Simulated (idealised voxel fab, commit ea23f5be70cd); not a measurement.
process module | voxel lift off
cross-section cut | 260 nm wide | cells 5 nm
A cross-section is a grid of square cells, given in bands from the top down. A band is one or more rows of cells.
Each band's line starts with the height of the band's top and of its bottom, in nm. Then come its materials from left to right, each with its width in nm. One material with "throughout" fills the band from edge to edge. "air" is empty space.
Height 0 is the level under which the wafer as received is all one material. The lowest band goes on downwards, as in "0 down".
A width such as "30 to 40" changes by the same amount from each row of cells to the next, from the band's top row to its bottom row.
"no change" after a step means that no cell of the cross-section changed.
closed voids: empty space of 8 cells or more with no open way to the top, each as width x height at its distance from the left edge, in nm
after a step's settings: what the simulator itself notes on the step
overlay nm, on a step with a mask: how far to the right of its planned place the mask lay; to the left if negative
plan
1 op RECEIVE | material Si
2 op CONFORMAL_DEP | material SiO2 | thk nm 5
3 op PATTERN | tone open | mask id LINES | material resist | width nm 25 | pitch nm 45 | thk nm 20 | overlay nm 0
4 op DIRECTIONAL_DEP | material Ru | thk nm 10
5 op STRIP | etch materials resist
6 op CONFORMAL_DEP | material SiCN | thk nm 10
first wafer, as planned
as received, after step 1
  0 down: Si throughout
  closed voids: none
after step 2
  5 to 0: SiO2 throughout
  below 0: unchanged
after step 3
  25 to 5: resist 70 | air 25 | resist 20 | air 25 | resist 20 | air 25 | resist 75
  below 5: unchanged
after step 4
  35 to 25: Ru 70 | air 25 | Ru 20 | air 25 | Ru 20 | air 25 | Ru 75
  25 to 15: resist 70 | air 25 | resist 20 | air 25 | resist 20 | air 25 | resist 75
  15 to 5: resist 70 | Ru 25 | resist 20 | Ru 25 | resist 20 | Ru 25 | resist 75
  below 5: unchanged
after step 5
  15 to 5: air 70 | Ru 25 | air 20 | Ru 25 | air 20 | Ru 25 | air 75
  below 5: unchanged
after step 6
  25 to 15: air 60 | SiCN 135 | air 65
  15 to 5: SiCN 70 | Ru 25 | SiCN 20 | Ru 25 | SiCN 20 | Ru 25 | SiCN 75
  below 5: unchanged
second wafer: like start, like plan, one mistake. Through step 5 it matches the first wafer
when step 6 should have ended
  20 to 15: air 65 | SiCN 35 | air 10 | SiCN 35 | air 10 | SiCN 35 | air 70
  15 to 10: air 65 | SiCN 5 | Ru 25 | SiCN 5 | air 10 | SiCN 5 | Ru 25 | SiCN 5 | air 10 | SiCN 5 | Ru 25 | SiCN 5 | air 70
  10 to 5: SiCN 70 | Ru 25 | SiCN 20 | Ru 25 | SiCN 20 | Ru 25 | SiCN 75
  below 5: unchanged
what went wrong: step 6 ran as: op CONFORMAL_DEP | material SiCN | thk nm 5
at the end the second wafer has, in cells: 64 fewer of SiCN
